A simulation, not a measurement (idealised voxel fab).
This is a process module. Its name is voxel local oxidation.
Pictured: cross-section cut, 190 nm wide, on a grid of 5 nm square cells.
Cross-section, as written here: a square-cell grid given band by band from the top down, where a band holds one or more rows of cells. The entry gives the band's vertical extent as a top height and a bottom height in nm, then its horizontal make-up as materials from left to right, each with a width in nm. "air" stands for empty space; a single material marked "all across" fills the band edge to edge. The reference from which all heights are counted is 0, the level beneath which the as-received wafer is entirely one material; the lowest band, having no lower bound, proceeds downward and is written after the example "0 and below". Think of "30..40" as a width that walks from the first number to the second as you go down the band, top row to bottom row, taking equal-sized steps from row to row. Where a step carries "no change", the cross-section came out of it unchanged, cell for cell. In the "Closed void listing" entry, you get each enclosed empty space of 8 cells or more, one with no open way to the top, written width x height at distance, distance from the left edge, in nm. Text after the settings on a step's line: the simulator's own remark on that step. A step line may carry the setting "overlay nm", which, for steps involving a mask, states the distance by which the mask lay to the right of its intended position; negative values denote displacement to the left.
Steps planned for the process
step 1: RECEIVE,material Si
step 2: OXIDIZE,depth nm 5
step 3: CONFORMAL_DEP,material SiN,thk nm 15
step 4: MASKED_ETCH,tone cover,mask id ACTIVE,width nm 90,etch materials SiN,depth nm 15,overlay nm 0
step 5: SELECTIVE_ETCH,etch materials SiO2,depth nm 5
step 6: OXIDIZE,depth nm 10
step 7: STRIP,etch materials SiN
What follows covers the first of two wafers; it ran as planned
Received-state cross-section, reflecting completion of step 1
* 0 and below = Si all across
* Closed void listing: none
The wafer, seen in cross-section, after step 2
* 0 down to -5 = SiO2 all across
* Everything below -5 is unchanged.
The wafer, seen in cross-section, after step 3
* 15 down to 0 = SiN all across
* Everything below 0 is unchanged.
The wafer, seen in cross-section, after step 4
* 15 down to 0 = 50 nm air  90 nm SiN  50 nm air
* Everything below 0 is unchanged.
The wafer, seen in cross-section, after step 5
* 15 down to 0 = 50 nm air  90 nm SiN  50 nm air
* 0 down to -5 = 55 nm air  80 nm SiO2  55 nm air
* Everything below -5 is unchanged.
The wafer, seen in cross-section, after step 6
* 15 down to 0 = 50 nm air  90 nm SiN  50 nm air
* 0 down to -5 = 55 nm air  80 nm SiO2  55 nm air
* -5 down to -15 = 65 nm SiO2  60 nm Si  65 nm SiO2
* Everything below -15 is unchanged.
The wafer, seen in cross-section, after step 7
* 0 down to -5 = 55 nm air  80 nm SiO2  55 nm air
* Everything below -5 is unchanged.
Second wafer, same starting conditions and recipe as the first, one mistake in executing it, nothing differs from the first up to and including step 3
Second wafer shown in cross-section at the time step 4 was slated to end
* 15 down to 0 = 50 nm air  90 nm SiN  50 nm air
* Everything below 0 is unchanged.
Second wafer shown in cross-section at the time step 5 was slated to end
* 15 down to 0 = 50 nm air  90 nm SiN  50 nm air
* 0 down to -5 = 55 nm air  80 nm SiO2  55 nm air
* Everything below -5 is unchanged.
Second wafer shown in cross-section at the time step 6 was slated to end
* 15 down to 0 = 50 nm air  90 nm SiN  50 nm air
* 0 down to -5 = 55 nm air  80 nm SiO2  55 nm air
* -5 down to -15 = 65 nm SiO2  60 nm Si  65 nm SiO2
* Everything below -15 is unchanged.
Second wafer shown in cross-section at the time step 7 was slated to end
* 0 down to -5 = 55 nm air  80 nm SiO2  55 nm air
* Everything below -5 is unchanged.
In executing the process, a mistake was made relative to the plan: step 4 of the plan was twice carried out
Outcome: the two wafer cross-sections end up identical, and the model's computation is unaffected by the mistake.
